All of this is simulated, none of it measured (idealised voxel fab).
The process module that follows is named voxel self aligned vias.
Square cell edge 5 nm, section width 230 nm, ID cut.
Notation: cross-section as square-cell grid; stated in bands, top first, going down; one or more cell rows per band. Each band's line starts with the height of the band's top and of its bottom, in nm. Then come its materials from left to right, each with its width in nm. One material with "throughout" fills the band from edge to edge. "empty" is empty space. Heights are reckoned from 0. Under this level, the received wafer is all of one material. The bottommost band is open-ended downward, for example "top 0, no bottom". When a width is written as two numbers, as in "30 to 40", the first number is the width in the top row of cells of the band and the second is the width in its bottom row, and the width changes by the same amount from each row to the next. No cell of the cross-section changed in a step that is given as "changes: none". "Closed void inventory" means: voids of 8 cells or more that are shut off from the top with no open way through. Written width x height at distance, distance from the left edge, in nm. Read whatever lies past the settings on a step's line as the simulator's own remark about the step. overlay nm: mask right of planned place by this much (step with mask). Neg. = left.

**This section lists the process steps that were planned**
step 1: RECEIVE: material Si
step 2: CONFORMAL_DEP: material SiO2, thk nm 10
step 3: CONFORMAL_DEP: material SiCN, thk nm 5
step 4: DIRECTIONAL_DEP: material SiO2, thk nm 30
step 5: MASKED_ETCH: tone open, mask id LINES, width nm 20, pitch nm 50, etch materials SiO2, depth nm 30, overlay nm 0
step 6: CONFORMAL_DEP: material TiN, thk nm 5
step 7: FILL_DEP: material Ru, thk nm 10
step 8: CMP: height nm 45
step 9: SELECTIVE_ETCH: etch materials W Ru TiN, depth nm 10
step 10: FILL_DEP: material SiN, thk nm 10
step 11: CMP: height nm 45
step 12: DIRECTIONAL_DEP: material SiO2, thk nm 15
step 13: PATTERN: tone open, mask id VIAS, material resist, width nm 30, thk nm 20, overlay nm 0
step 14: DIRECTIONAL_ETCH: etch materials SiO2, depth nm 15
step 15: DIRECTIONAL_ETCH: etch materials SiN, depth nm 10
step 16: STRIP: etch materials resist
step 17: CONFORMAL_DEP: material TiN, thk nm 5
step 18: FILL_DEP: material W, thk nm 5
step 19: CMP: height nm 60
step 20: CONFORMAL_DEP: material SiCN, thk nm 5

**Wafer at receipt (post step 1), cross-section**
top 0, no bottom = Si throughout
Closed void inventory: none

**Looking at the first of two wafers in cross-section at end of module - ran to plan**
top 65, bottom 60 = SiCN throughout
top 60, bottom 50 = SiO2 75 nm, then TiN 5 nm, then W 20 nm, then TiN 5 nm, then SiO2 125 nm
top 50, bottom 45 = SiO2 75 nm, then TiN 10 nm, then W 10 nm, then TiN 10 nm, then SiO2 125 nm
top 45, bottom 40 = SiO2 80 nm, then TiN 5 nm, then W 10 nm, then TiN 5 nm, then SiO2 30 nm, then SiN 20 nm, then SiO2 80 nm
top 40, bottom 35 = SiO2 80 nm, then TiN 20 nm, then SiO2 30 nm, then SiN 20 nm, then SiO2 80 nm
top 35, bottom 20 = SiO2 80 nm, then TiN 5 nm, then Ru 10 nm, then TiN 5 nm, then SiO2 30 nm, then TiN 5 nm, then Ru 10 nm, then TiN 5 nm, then SiO2 80 nm
top 20, bottom 15 = SiO2 80 nm, then TiN 20 nm, then SiO2 30 nm, then TiN 20 nm, then SiO2 80 nm
top 15, bottom 10 = SiCN throughout
top 10, bottom 0 = SiO2 throughout
top 0, no bottom = Si throughout
Closed void inventory: none

**Cross-sectional image of the second wafer of the two following completion of the module. Starting state and process plan were the same as for the first wafer; one execution error occurred**
top 65, bottom 60 = SiCN throughout
top 60, bottom 50 = SiO2 80 nm, then W 20 nm, then SiO2 130 nm
top 50, bottom 45 = SiO2 85 nm, then W 10 nm, then SiO2 135 nm
top 45, bottom 40 = SiO2 85 nm, then W 10 nm, then SiO2 35 nm, then SiN 20 nm, then SiO2 80 nm
top 40, bottom 35 = SiO2 130 nm, then SiN 20 nm, then SiO2 80 nm
top 35, bottom 20 = SiO2 80 nm, then TiN 5 nm, then Ru 10 nm, then TiN 5 nm, then SiO2 30 nm, then TiN 5 nm, then Ru 10 nm, then TiN 5 nm, then SiO2 80 nm
top 20, bottom 15 = SiO2 80 nm, then TiN 20 nm, then SiO2 30 nm, then TiN 20 nm, then SiO2 80 nm
top 15, bottom 10 = SiCN throughout
top 10, bottom 0 = SiO2 throughout
top 0, no bottom = Si throughout
Closed void inventory: none
So what did we get wrong on this run? for step 17, the planned setting was not used; the step was instead run as CONFORMAL_DEP: material SiO2, thk nm 5
Wrapping up, a cell-based count of both wafers puts the second over or under the first for these materials: SiO2 +14, TiN -14
